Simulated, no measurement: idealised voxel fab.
Module name: voxel capacitor over wiring (process module)
Cross-section cut spans 200 nm and uses square cells 5 nm in size.
A cross-section in this document is a grid of square cells, and it is written down as bands, the top band listed before the ones below it; a band is made up of one or more rows of cells.
Band entry format. Leading values: height of top, height of bottom, nm. Remainder: materials in left-to-right order, each with its width in nm. Special words: "everywhere" on a single material, which then fills the band edge to edge; "empty", empty space.
Heights are measured from 0, the level below which the as-received wafer is all one material; the lowest band has no bottom and continues downward, written as in "0..down".
A two-number width, for instance "30->40", indicates that the width is equal to the first number in the top row of the band and to the second number in the bottom row, and that it changes by a constant amount per row of cells.
Take "same as before" at face value: in the step it is given for, the cross-section changed in none of its cells.
"Catalogued sealed voids": sealed empty spaces, 8 cells or more, no open way to top, listed width x height at distance, with distance from the left edge and width, height and distance in nm.
Formally, on a step line, whatever follows the settings is a remark that the simulator itself makes on the step.
The setting "overlay nm" may be written on the line of a step. When the step uses a mask, the value reports how far to the right of the planned place the mask lay, and a negative value reports that it lay to the left.

-- Process steps (planned)
1) RECEIVE (material Si)
2) CONFORMAL_DEP (material SiO2; thk nm 15)
3) DIRECTIONAL_DEP (material TiN; thk nm 5)
4) DIRECTIONAL_DEP (material Ru; thk nm 25)
5) PATTERN (tone cover; mask id METAL_1; material resist; width nm 25; pitch nm 85; thk nm 20; overlay nm 0)
6) DIRECTIONAL_ETCH (etch materials Ru; depth nm 25)
7) DIRECTIONAL_ETCH (etch materials TiN; depth nm 5)
8) STRIP (etch materials resist)
9) FILL_DEP (material SiO2; thk nm 10)
10) CMP (height nm 45)
11) CONFORMAL_DEP (material SiCN; thk nm 5)
12) DIRECTIONAL_DEP (material lowk; thk nm 20)
13) MASKED_ETCH (tone open; mask id PLUG_1; width nm 15; etch materials lowk; depth nm 20; overlay nm 0)
14) MASKED_ETCH (tone open; mask id PLUG_1; width nm 15; etch materials SiCN; depth nm 5; overlay nm 0)
15) EPI (material Ru; thk nm 10)
16) EPI (material Ru; thk nm 10)
17) EPI (material Ru; thk nm 5)
18) DIRECTIONAL_DEP (material TiN; thk nm 10)
19) DIRECTIONAL_DEP (material HfO2; thk nm 5)
20) DIRECTIONAL_DEP (material TiN; thk nm 10)
21) DIRECTIONAL_DEP (material aC; thk nm 10)
22) PATTERN (tone cover; mask id UPPER_PLATE; material resist; width nm 65; thk nm 30; overlay nm 0)
23) DIRECTIONAL_ETCH (etch materials aC; depth nm 10)
24) STRIP (etch materials resist)
25) DIRECTIONAL_ETCH (etch materials TiN; depth nm 10)
26) DIRECTIONAL_ETCH (etch materials HfO2; depth nm 5)
27) STRIP (etch materials aC)
28) DIRECTIONAL_DEP (material aC; thk nm 15)
29) PATTERN (tone cover; mask id LOWER_PLATE; material resist; width nm 75; thk nm 35; overlay nm 0)
30) DIRECTIONAL_ETCH (etch materials aC; depth nm 15)
31) STRIP (etch materials resist)
32) DIRECTIONAL_ETCH (etch materials TiN; depth nm 10)
33) STRIP (etch materials aC)
34) FILL_DEP (material SiO2; thk nm 20)
35) CMP (height nm 110)
36) PATTERN (tone open; mask id PLUG_2; material resist; width nm 15; thk nm 15; overlay nm 0)
37) DIRECTIONAL_ETCH (etch materials SiO2; depth nm 15)
38) STRIP (etch materials resist)
39) CONFORMAL_DEP (material TiN; thk nm 5)
40) FILL_DEP (material Ru; thk nm 10)
41) CMP (height nm 110)
42) CONFORMAL_DEP (material SiN; thk nm 5)

-- So this is the incoming wafer in cross-section - it's already been through step 1
0..down: Si everywhere
Catalogued sealed voids: none

-- Wafer cross-section at module end: first of two, run to plan
115..110: SiN everywhere
110..100: 65 SiO2  5 TiN  5 Ru  5 TiN  120 SiO2
100..95: 65 SiO2  15 TiN  120 SiO2
95..85: 55 SiO2  65 TiN  80 SiO2
85..80: 55 SiO2  65 HfO2  80 SiO2
80..70: 50 SiO2  75 TiN  75 SiO2
70..50: 55 lowk  15 Ru  130 lowk
50..45: 55 SiCN  15 Ru  130 SiCN
45..20: 45 SiO2  25 Ru  60 SiO2  25 Ru  45 SiO2
20..15: 45 SiO2  25 TiN  60 SiO2  25 TiN  45 SiO2
15..0: SiO2 everywhere
0..down: Si everywhere
Catalogued sealed voids: none

-- Cross-section, wafer two of two, end of module: same start and plan as wafer one, one error in execution
115..110: SiN everywhere
110..105: 65 SiO2  55 TiN  80 SiO2
105..100: 65 SiO2  5 TiN  50 HfO2  80 SiO2
100..95: 50 SiO2  5 TiN  10 SiO2  60 TiN  75 SiO2
95..90: 50 SiO2  75 TiN  75 SiO2
90..85: 55 lowk  15 TiN  130 lowk
85..80: 55 lowk  15 HfO2  130 lowk
80..70: 55 lowk  15 TiN  130 lowk
70..50: lowk everywhere
50..45: SiCN everywhere
45..20: 45 SiO2  25 Ru  60 SiO2  25 Ru  45 SiO2
20..15: 45 SiO2  25 TiN  60 SiO2  25 TiN  45 SiO2
15..0: SiO2 everywhere
0..down: Si everywhere
Catalogued sealed voids: none
Against the plan, the run slipped here: step 12 was run twice
Upon completion, the second wafer contains, in terms of cells, a greater or smaller amount of certain materials than the first wafer: Ru: 17 fewer | SiCN: 3 more | SiO2: 132 fewer | TiN: 14 fewer | lowk: 160 more
